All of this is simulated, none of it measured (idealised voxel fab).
process module | voxel released beams
cross-section cut | 145 nm wide | cells 5 nm
A cross-section is a grid of square cells, given in bands from the top down. A band is one or more rows of cells.
Each band's line starts with the height of the band's top and of its bottom, in nm. Then come its materials from left to right, each with its width in nm. One material with "throughout" fills the band from edge to edge. "air" is empty space.
Height 0 is the level under which the wafer as received is all one material. The lowest band goes on downwards, as in "0 down".
A width such as "30 to 40" changes by the same amount from each row of cells to the next, from the band's top row to its bottom row.
"no change" after a step means that no cell of the cross-section changed.
closed voids: empty space of 8 cells or more with no open way to the top, each as width x height at its distance from the left edge, in nm
after a step's settings: what the simulator itself notes on the step
overlay nm, on a step with a mask: how far to the right of its planned place the mask lay; to the left if negative
plan
1 op RECEIVE | material Si
2 op CONFORMAL_DEP | material Al2O3 | thk nm 5
3 op DIRECTIONAL_DEP | material SiO2 | thk nm 20
4 op MASKED_ETCH | tone open | mask id ANCHOR | width nm 45 | etch materials SiO2 | depth nm 20 | overlay nm 0
5 op CONFORMAL_DEP | material polySi | thk nm 15
6 op MASKED_ETCH | tone cover | mask id BEAM | width nm 90 | etch materials polySi | depth nm 15 | overlay nm 0
7 op STRIP | etch materials SiO2
first wafer, as planned
as received, after step 1
  0 down: Si throughout
  closed voids: none
after step 2
  5 to 0: Al2O3 throughout
  below 0: unchanged
after step 3
  25 to 5: SiO2 throughout
  below 5: unchanged
after step 4
  25 to 5: SiO2 30 | air 45 | SiO2 70
  below 5: unchanged
after step 5
  40 to 25: polySi 45 | air 15 | polySi 85
  25 to 20: SiO2 30 | polySi 15 | air 15 | polySi 15 | SiO2 70
  20 to 5: SiO2 30 | polySi 45 | SiO2 70
  below 5: unchanged
after step 6
  40 to 25: air 25 | polySi 20 | air 15 | polySi 55 | air 30
  below 25: unchanged
after step 7
  40 to 25: air 25 | polySi 20 | air 15 | polySi 55 | air 30
  25 to 20: air 30 | polySi 15 | air 15 | polySi 15 | air 70
  20 to 5: air 30 | polySi 45 | air 70
  below 5: unchanged
second wafer: like start, like plan, one mistake. Through step 5 it matches the first wafer
when step 6 should have ended
  40 to 25: air 30 | polySi 15 | air 15 | polySi 50 | air 35
  below 25: unchanged
when step 7 should have ended
  40 to 25: air 30 | polySi 15 | air 15 | polySi 50 | air 35
  25 to 20: air 30 | polySi 15 | air 15 | polySi 15 | air 70
  20 to 5: air 30 | polySi 45 | air 70
  below 5: unchanged
what went wrong: step 6 ran as: op MASKED_ETCH | tone cover | mask id BEAM | width nm 80 | etch materials polySi | depth nm 15 | overlay nm 0
at the end the second wafer has, in cells: 6 fewer of polySi
